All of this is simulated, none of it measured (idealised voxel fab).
Title: Process Module voxel double patterning
Section shown: cut. Width: 255 nm. Cell size: 5 nm, square.
Format of a cross-section: grid, square cells. Given as bands. Order: top down. Band: one or more rows of cells. First you get the band's top height and its bottom height, in nm, and then the materials it's made of, left to right, with each width in nm. If you see a single material with "edge to edge", that one covers the band edge to edge. "blank" is empty space. Measure heights from 0. That's the level where, below it, the as-received wafer is all one material. The lowest band is bottomless and extends downward; write it as in "z 0 and below". When a width is written as two numbers, as in "30->40", the first number is the width in the top row of cells of the band and the second is the width in its bottom row, and the width changes by the same amount from each row to the next. You'll sometimes find "no change" written for a step, and that's the way of saying that nowhere in the cross-section did a cell change during that step. Any empty space of 8 cells or more lacking an open way to the top shows up in "Closed void catalog" as width x height at distance, distance from the left edge, in nm. On a step's line, text after the settings is the simulator commenting on that step. The "overlay nm" setting may appear on a step's line; for a step that uses a mask, it gives how far to the right of its planned position the mask lay, and a negative value indicates the left.
The process steps that were planned are listed below
| 1 | op RECEIVE | material Si |
| 2 | op CONFORMAL_DEP | material SiN | thk nm 5 |
| 3 | op DIRECTIONAL_DEP | material SiO2 | thk nm 10 |
| 4 | op DIRECTIONAL_DEP | material SiCN | thk nm 10 |
| 5 | op MASKED_ETCH | tone open | mask id FIRST | width nm 15 | pitch nm 50 | etch materials SiCN | depth nm 10 | overlay nm 0 |
| 6 | op DIRECTIONAL_DEP | material aC | thk nm 10 |
| 7 | op PATTERN | tone open | mask id SECOND | material resist | width nm 15 | pitch nm 50 | thk nm 25 | overlay nm 0 |
| 8 | op DIRECTIONAL_ETCH | etch materials aC | depth nm 10 |
| 9 | op STRIP | etch materials resist |
| 10 | op DIRECTIONAL_ETCH | etch materials SiCN | depth nm 10 |
| 11 | op STRIP | etch materials aC |
| 12 | op DIRECTIONAL_ETCH | etch materials SiO2 | depth nm 10 |
| 13 | op STRIP | etch materials SiCN |
So this is the incoming wafer in cross-section - it's already been through step 1
	z 0 and below  Si edge to edge
	Closed void catalog: none
Same starting wafer, same plan as above, one mistake in the execution; this is the cross-section at the end of the module
	z 15 to 5  70 nm SiO2, then 15 nm blank, then 10 nm SiO2, then 15 nm blank, then 10 nm SiO2, then 15 nm blank, then 10 nm SiO2, then 15 nm blank, then 10 nm SiO2, then 15 nm blank, then 70 nm SiO2
	z 5 to 0  SiO2 edge to edge
	z 0 and below  Si edge to edge
	Closed void catalog: none
Plan not followed: so step 2 ended up running with a different setting than we planned, it ran as op CONFORMAL_DEP | material SiO2 | thk nm 5
